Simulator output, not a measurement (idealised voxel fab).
A process module follows: voxel self aligned contacts.
The cross-section on display is named cut; it measures 285 nm wide, and its cells are 5 nm squares.
Cross-section layout: square cells on a grid; listed as bands, top to bottom; a band spans one or more cell rows.
What a band's entry tells you: where the top is and where the bottom is, as heights in nm, and after that what lies inside, material by material from left to right, each with its width in nm. Empty space is written as the word "empty", and a single material marked with the word "everywhere" occupies the band from edge to edge.
Below 0: as-received wafer, all one material; heights counted from there. Lowest band: no bottom, goes on down, written "0 and below".
Per-row width for "30->40": begins at first number (top row of band), ends at second number (bottom row), increment between rows held constant.
It should be understood that the words "no modifications", when stated for a given step, signify that the cross-section underwent no change in any of its cells during that step.
"Unvented voids" - sealed voids, min. 8 cells, no opening to top; format: width x height at distance (distance from left edge; nm throughout).
If you see something after the settings on a step's line, that's the simulator's own remark about that step.
overlay nm: how far to the right of its planned place the mask lay on this masked step (negative: to the left).

-- Steps planned for the process
1,RECEIVE: material Si
2,OXIDIZE: depth nm 5
3,DIRECTIONAL_DEP: material polySi, thk nm 30
4,DIRECTIONAL_DEP: material SiN, thk nm 20
5,DIRECTIONAL_DEP: material aC, thk nm 15
6,PATTERN: tone cover, mask id GATE, material resist, width nm 25, pitch nm 60, thk nm 30, overlay nm 0
7,DIRECTIONAL_ETCH: etch materials aC, depth nm 15
8,STRIP: etch materials resist
9,DIRECTIONAL_ETCH: etch materials SiN, depth nm 20
10,DIRECTIONAL_ETCH: etch materials polySi, depth nm 30
11,STRIP: etch materials aC
12,CONFORMAL_DEP: material SiN, thk nm 10
13,DIRECTIONAL_ETCH: etch materials SiN, depth nm 10
14,FILL_DEP: material SiO2, thk nm 15
15,CMP: height nm 55
16,MASKED_ETCH: tone open, mask id CONTACT, width nm 45, pitch nm 60, etch materials SiO2, depth nm 60, overlay nm 0
17,CONFORMAL_DEP: material TiN, thk nm 5
18,FILL_DEP: material Ru, thk nm 10
19,CMP: height nm 55
20,CONFORMAL_DEP: material SiN, thk nm 5

-- Cross-section of the wafer as it came to us, i.e., already through step 1
  0 and below: Si everywhere
  Unvented voids: none

-- Cross-section taken at module completion on the first of two wafers; processed per the plan
  60 down to 55: SiN everywhere
  55 down to 50: SiO2: 90, then TiN: 20, then Ru: 5, then TiN: 20, then SiO2: 15, then TiN: 20, then Ru: 5, then TiN: 20, then SiO2: 90
  50 down to 30: SiO2: 60, then SiN: 45, then TiN: 5, then Ru: 5, then TiN: 5, then SiN: 45, then TiN: 5, then Ru: 5, then TiN: 5, then SiN: 45, then SiO2: 60
  30 down to 0: SiO2: 60, then SiN: 10, then polySi: 25, then SiN: 10, then TiN: 5, then Ru: 5, then TiN: 5, then SiN: 10, then polySi: 25, then SiN: 10, then TiN: 5, then Ru: 5, then TiN: 5, then SiN: 10, then polySi: 25, then SiN: 10, then SiO2: 60
  0 down to -5: SiO2: 105, then TiN: 15, then SiO2: 45, then TiN: 15, then SiO2: 105
  -5 and below: Si everywhere
  Unvented voids: none

-- Presented here is a cross-section of the second of the two wafers as it stood at the end of the module. It was started in the same manner and assigned the same plan as the first wafer; however, one mistake was made in its execution
  60 down to 55: SiN everywhere
  55 down to 50: SiO2: 90, then SiN: 20, then Ru: 5, then SiN: 20, then SiO2: 15, then SiN: 20, then Ru: 5, then SiN: 20, then SiO2: 90
  50 down to 30: SiO2: 60, then SiN: 50, then Ru: 5, then SiN: 55, then Ru: 5, then SiN: 50, then SiO2: 60
  30 down to 0: SiO2: 60, then SiN: 10, then polySi: 25, then SiN: 15, then Ru: 5, then SiN: 15, then polySi: 25, then SiN: 15, then Ru: 5, then SiN: 15, then polySi: 25, then SiN: 10, then SiO2: 60
  0 down to -5: SiO2: 105, then SiN: 15, then SiO2: 45, then SiN: 15, then SiO2: 105
  -5 and below: Si everywhere
  Unvented voids: none
Run error: in deviation from the planned setting, step 17 was conducted as CONFORMAL_DEP: material SiN, thk nm 5
Materials where the second wafer ends with more or fewer cells than the first: 62 more of SiN | 62 fewer of TiN
